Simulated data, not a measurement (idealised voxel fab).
Documented hereafter: the process module known as voxel plated lines.
The cross-section on display is named cut; it measures 225 nm wide, and its cells are 5 nm squares.
A cross-section is a grid of square cells, given in bands from the top down. A band is one or more rows of cells. Basically the band line says how high the top is and how high the bottom is, in nm, and then what's in it from left to right, every material with its width in nm. Empty space shows up as "empty", and if a single material carries "throughout" it runs the full band edge to edge. Heights are measured from 0, the level below which the as-received wafer is all one material; the lowest band has no bottom and continues downward, written as in "from 0 down". The notation "30 to 40" denotes a width that varies across the rows of cells in the band, beginning at the first number in the top row, finishing at the second number in the bottom row, and changing by an identical amount from each row to the next. "remains unaltered" (step): cross-section cells unchanged, all of them. "Closed internal voids" specifies each empty space that is not open to the top and that occupies no fewer than 8 cells, using the form width x height at distance, the distance measured from the left edge and all three quantities in nm. Post-settings text on a step line: simulator's own remark regarding the step. overlay nm: mask right of planned place by this much (step with mask). Neg. = left.
INTENDED PROCESS STEPS
1) RECEIVE, material Si
2) CONFORMAL_DEP, material Al2O3, thk nm 10
3) DIRECTIONAL_DEP, material TiN, thk nm 5
4) PATTERN, tone open, mask id LINES, material resist, width nm 15, pitch nm 35, thk nm 40, overlay nm 0
5) EPI, material Ru, thk nm 10
6) EPI, material Ru, thk nm 5
7) EPI, material Ru, thk nm 10
8) STRIP, etch materials resist
9) DIRECTIONAL_ETCH, etch materials TiN, depth nm 5
10) CONFORMAL_DEP, material SiN, thk nm 5
FIRST WAFER, TWO IN TOTAL, RUN AS PLANNED
CROSS-SECTION: WAFER ON ARRIVAL = AFTER STEP 1
    from 0 down = Si throughout
    Closed internal voids: none
AFTER STEP 2
    from 10 to 0 = Al2O3 throughout
    Nothing below the height 0 has changed.
AFTER STEP 3
    from 15 to 10 = TiN throughout
    Nothing below the height 10 has changed.
AFTER STEP 4
    from 55 to 15 = resist: 85 | empty: 15 | resist: 20 | empty: 15 | resist: 90
    Nothing below the height 15 has changed.
AFTER STEP 5
    from 55 to 25 = resist: 85 | empty: 15 | resist: 20 | empty: 15 | resist: 90
    from 25 to 15 = resist: 85 | Ru: 15 | resist: 20 | Ru: 15 | resist: 90
    Nothing below the height 15 has changed.
AFTER STEP 6
    from 55 to 30 = resist: 85 | empty: 15 | resist: 20 | empty: 15 | resist: 90
    from 30 to 15 = resist: 85 | Ru: 15 | resist: 20 | Ru: 15 | resist: 90
    Nothing below the height 15 has changed.
AFTER STEP 7
    from 55 to 40 = resist: 85 | empty: 15 | resist: 20 | empty: 15 | resist: 90
    from 40 to 15 = resist: 85 | Ru: 15 | resist: 20 | Ru: 15 | resist: 90
    Nothing below the height 15 has changed.
AFTER STEP 8
    from 40 to 15 = empty: 85 | Ru: 15 | empty: 20 | Ru: 15 | empty: 90
    Nothing below the height 15 has changed.
AFTER STEP 9
    from 40 to 15 = empty: 85 | Ru: 15 | empty: 20 | Ru: 15 | empty: 90
    from 15 to 10 = empty: 85 | TiN: 15 | empty: 20 | TiN: 15 | empty: 90
    Nothing below the height 10 has changed.
AFTER STEP 10
    from 45 to 40 = empty: 80 | SiN: 25 | empty: 10 | SiN: 25 | empty: 85
    from 40 to 15 = empty: 80 | SiN: 5 | Ru: 15 | SiN: 5 | empty: 10 | SiN: 5 | Ru: 15 | SiN: 5 | empty: 85
    from 15 to 10 = SiN: 85 | TiN: 15 | SiN: 20 | TiN: 15 | SiN: 90
    Nothing below the height 10 has changed.
SECOND WAFER: LIKE START, LIKE PLAN, ONE MISTAKE. THROUGH STEP 1 IT MATCHES THE FIRST WAFER
HERE IS THE SECOND WAFER IN CROSS-SECTION AT THE POINT WHERE STEP 2 OF THE PLAN SHOULD HAVE BEEN DONE
    from 15 to 0 = Al2O3 throughout
    Nothing below the height 0 has changed.
HERE IS THE SECOND WAFER IN CROSS-SECTION AT THE POINT WHERE STEP 3 OF THE PLAN SHOULD HAVE BEEN DONE
    from 20 to 15 = TiN throughout
    Nothing below the height 15 has changed.
HERE IS THE SECOND WAFER IN CROSS-SECTION AT THE POINT WHERE STEP 4 OF THE PLAN SHOULD HAVE BEEN DONE
    from 60 to 20 = resist: 85 | empty: 15 | resist: 20 | empty: 15 | resist: 90
    Nothing below the height 20 has changed.
HERE IS THE SECOND WAFER IN CROSS-SECTION AT THE POINT WHERE STEP 5 OF THE PLAN SHOULD HAVE BEEN DONE
    from 60 to 30 = resist: 85 | empty: 15 | resist: 20 | empty: 15 | resist: 90
    from 30 to 20 = resist: 85 | Ru: 15 | resist: 20 | Ru: 15 | resist: 90
    Nothing below the height 20 has changed.
HERE IS THE SECOND WAFER IN CROSS-SECTION AT THE POINT WHERE STEP 6 OF THE PLAN SHOULD HAVE BEEN DONE
    from 60 to 35 = resist: 85 | empty: 15 | resist: 20 | empty: 15 | resist: 90
    from 35 to 20 = resist: 85 | Ru: 15 | resist: 20 | Ru: 15 | resist: 90
    Nothing below the height 20 has changed.
HERE IS THE SECOND WAFER IN CROSS-SECTION AT THE POINT WHERE STEP 7 OF THE PLAN SHOULD HAVE BEEN DONE
    from 60 to 45 = resist: 85 | empty: 15 | resist: 20 | empty: 15 | resist: 90
    from 45 to 20 = resist: 85 | Ru: 15 | resist: 20 | Ru: 15 | resist: 90
    Nothing below the height 20 has changed.
HERE IS THE SECOND WAFER IN CROSS-SECTION AT THE POINT WHERE STEP 8 OF THE PLAN SHOULD HAVE BEEN DONE
    from 45 to 20 = empty: 85 | Ru: 15 | empty: 20 | Ru: 15 | empty: 90
    Nothing below the height 20 has changed.
HERE IS THE SECOND WAFER IN CROSS-SECTION AT THE POINT WHERE STEP 9 OF THE PLAN SHOULD HAVE BEEN DONE
    from 45 to 20 = empty: 85 | Ru: 15 | empty: 20 | Ru: 15 | empty: 90
    from 20 to 15 = empty: 85 | TiN: 15 | empty: 20 | TiN: 15 | empty: 90
    Nothing below the height 15 has changed.
HERE IS THE SECOND WAFER IN CROSS-SECTION AT THE POINT WHERE STEP 10 OF THE PLAN SHOULD HAVE BEEN DONE
    from 50 to 45 = empty: 80 | SiN: 25 | empty: 10 | SiN: 25 | empty: 85
    from 45 to 20 = empty: 80 | SiN: 5 | Ru: 15 | SiN: 5 | empty: 10 | SiN: 5 | Ru: 15 | SiN: 5 | empty: 85
    from 20 to 15 = SiN: 85 | TiN: 15 | SiN: 20 | TiN: 15 | SiN: 90
    Nothing below the height 15 has changed.
In executing the process, a mistake was made relative to the plan: step 2 ran differently from the plan; actual operation with settings: CONFORMAL_DEP, material Al2O3, thk nm 15
The second wafer ends with more or fewer cells of some materials than the first, per final count: +45 Al2O3
